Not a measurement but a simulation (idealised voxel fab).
Presented below is a process module, voxel quadruple lines.
Cross-sectional view cut (width: 160 nm; square cell size: 5 nm).
We lay out every cross-section as a grid of square cells and spell it out in bands from the top down, where one band means one or more rows of cells.
It is stipulated that each band's entry specify, in nanometres, the height of the top of the band and then that of its bottom, followed by the materials of the band in left-to-right sequence, each together with its width in nanometres. A single material marked by the word "everywhere" is understood to fill the band from edge to edge; the word "blank" is understood to denote empty space.
Height reference: 0 = level under which incoming wafer is all one material. Lowest band: no bottom, runs on downward, e.g. "from 0 down".
With a width like "30->40", each row of cells in the band differs from the next by the same amount, the top row carrying the first number and the bottom row the second.
Where a step carries "no change occurred", the cross-section came out of it unchanged, cell for cell.
Closed-off voids of 8+ cells (no open route to the top) go in "Sealed internal voids", written width x height at distance from the left edge, in nm.
On a step's line, text after the settings is the simulator commenting on that step.
For masked steps, "overlay nm" on the step line gives how far right of plan the mask actually lay; a minus sign means it lay to the left.
[Set out below are the planned steps of the process]
1) RECEIVE [material Si]
2) CONFORMAL_DEP [material Al2O3] [thk nm 5]
3) DIRECTIONAL_DEP [material W] [thk nm 10]
4) DIRECTIONAL_DEP [material polySi] [thk nm 20]
5) DIRECTIONAL_DEP [material aC] [thk nm 20]
6) PATTERN [tone cover] [mask id MANDREL] [material resist] [width nm 20] [pitch nm 60] [thk nm 25] [overlay nm 0]
7) DIRECTIONAL_ETCH [etch materials aC] [depth nm 20]
8) STRIP [etch materials resist]
9) CONFORMAL_DEP [material SiO2] [thk nm 10]
10) DIRECTIONAL_ETCH [etch materials SiO2] [depth nm 10]
11) STRIP [etch materials aC]
12) DIRECTIONAL_ETCH [etch materials polySi] [depth nm 20]
13) STRIP [etch materials SiO2]
14) CONFORMAL_DEP [material SiN] [thk nm 5]
15) DIRECTIONAL_ETCH [etch materials SiN] [depth nm 5]
16) STRIP [etch materials polySi]
17) DIRECTIONAL_ETCH [etch materials W] [depth nm 10]
18) STRIP [etch materials SiN]
[This is the cross-section of the wafer as we received it, i.e. after step 1]
	from 0 down  Si everywhere
	Sealed internal voids: none
[The first of two wafers, cross-sectioned at the end of the module, with the run proceeding as planned]
	from 15 to 5  blank: 25, W: 5, blank: 10, W: 5, blank: 10, W: 5, blank: 10, W: 5, blank: 10, W: 5, blank: 10, W: 5, blank: 10, W: 5, blank: 10, W: 5, blank: 25
	from 5 to 0  Al2O3 everywhere
	from 0 down  Si everywhere
	Sealed internal voids: none
[End-of-module cross-section of the second wafer: identical starting point and process plan to the first, with one processing mistake]
	from 15 to 5  blank: 35, W: 5, blank: 20, W: 5, blank: 30, W: 5, blank: 20, W: 5, blank: 35
	from 5 to 0  Al2O3 everywhere
	from 0 down  Si everywhere
	Sealed internal voids: none
What was the processing mistake? step 6 deviated from plan and actually ran as PATTERN [tone open] [mask id MANDREL] [material resist] [width nm 20] [pitch nm 60] [thk nm 25] [overlay nm 0]
Count the cells at the end and the second wafer has more or fewer of some materials than the first: 8 fewer of W
